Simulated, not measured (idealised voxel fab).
This section sets out a process module, namely voxel air gaps.
It is cross-section cut that appears here, measuring 265 nm in width, its square cells being 5 nm in size.
Just so we're on the same page, the cross-sections are grids of square cells, and they're listed out in bands top to bottom, each band one or more rows deep.
In this notation a band is specified by the heights of its top and bottom, in that order and in nm, after which its materials appear from left to right, each paired with its width in nm. The word "all across" attached to a single material means that material fills the band from edge to edge; the word "blank" stands for empty space.
Height 0 is the level under which the wafer as received is all one material. The lowest band goes on downwards, as in "from 0 down".
Graded width ("30 to 40"): value in top row of band = first number; value in bottom row = second number; row-to-row change constant.
Take "nothing got changed" at face value: in the step it is given for, the cross-section changed in none of its cells.
Listed in "Sealed void list": every empty space of 8 or more cells without an open way to the top. Form: width x height at distance, the distance being from the left edge, all in nm.
On each step's line, the part that comes after the settings is the simulator's own comment on the step.
overlay nm: how far to the right of its planned place the mask lay on this masked step (negative: to the left).

**The steps planned for the process are as follows**
1,RECEIVE,material Si
2,CONFORMAL_DEP,material SiO2,thk nm 15
3,CONFORMAL_DEP,material SiN,thk nm 5
4,DIRECTIONAL_DEP,material SiO2,thk nm 40
5,DIRECTIONAL_DEP,material aC,thk nm 15
6,PATTERN,tone open,mask id LINES,material resist,width nm 15,pitch nm 40,thk nm 35,overlay nm 0
7,DIRECTIONAL_ETCH,etch materials aC,depth nm 15
8,STRIP,etch materials resist
9,DIRECTIONAL_ETCH,etch materials SiO2,depth nm 40
10,STRIP,etch materials aC
11,CONFORMAL_DEP,material TiN,thk nm 5
12,FILL_DEP,material W,thk nm 10
13,CMP,height nm 60
14,EPI,material Ru,thk nm 10
15,SELECTIVE_ETCH,etch materials SiO2,depth nm 50
16,CONFORMAL_DEP,material SiN,thk nm 5
The plan's step 11 thk nm is the first wafer's value; the wafers differ in this setting and start identical.

**Cross-section, first of several wafers, as delivered after step 1**
  from 0 down: Si all across
  Sealed void list: none

**Below is a per-wafer table. In it, each row describes the wafer at the end of the module by giving, for each material, the number of cells gained (+) or lost (-) since the wafer was received, and after that the closed voids of the wafer**
thk nm 5 | +42 Ru | +182 SiN | +159 SiO2 | +51 TiN | +21 W | Sealed void list: 15 x 30 at 105; 15 x 30 at 145
thk nm 10 | +42 Ru | +182 SiN | +159 SiO2 | +72 TiN | Sealed void list: 15 x 30 at 105; 15 x 30 at 145
thk nm 15 | +42 Ru | +182 SiN | +159 SiO2 | +72 TiN | Sealed void list: 15 x 30 at 105; 15 x 30 at 145
thk nm 20 | +42 Ru | +182 SiN | +159 SiO2 | +72 TiN | Sealed void list: 15 x 30 at 105; 15 x 30 at 145
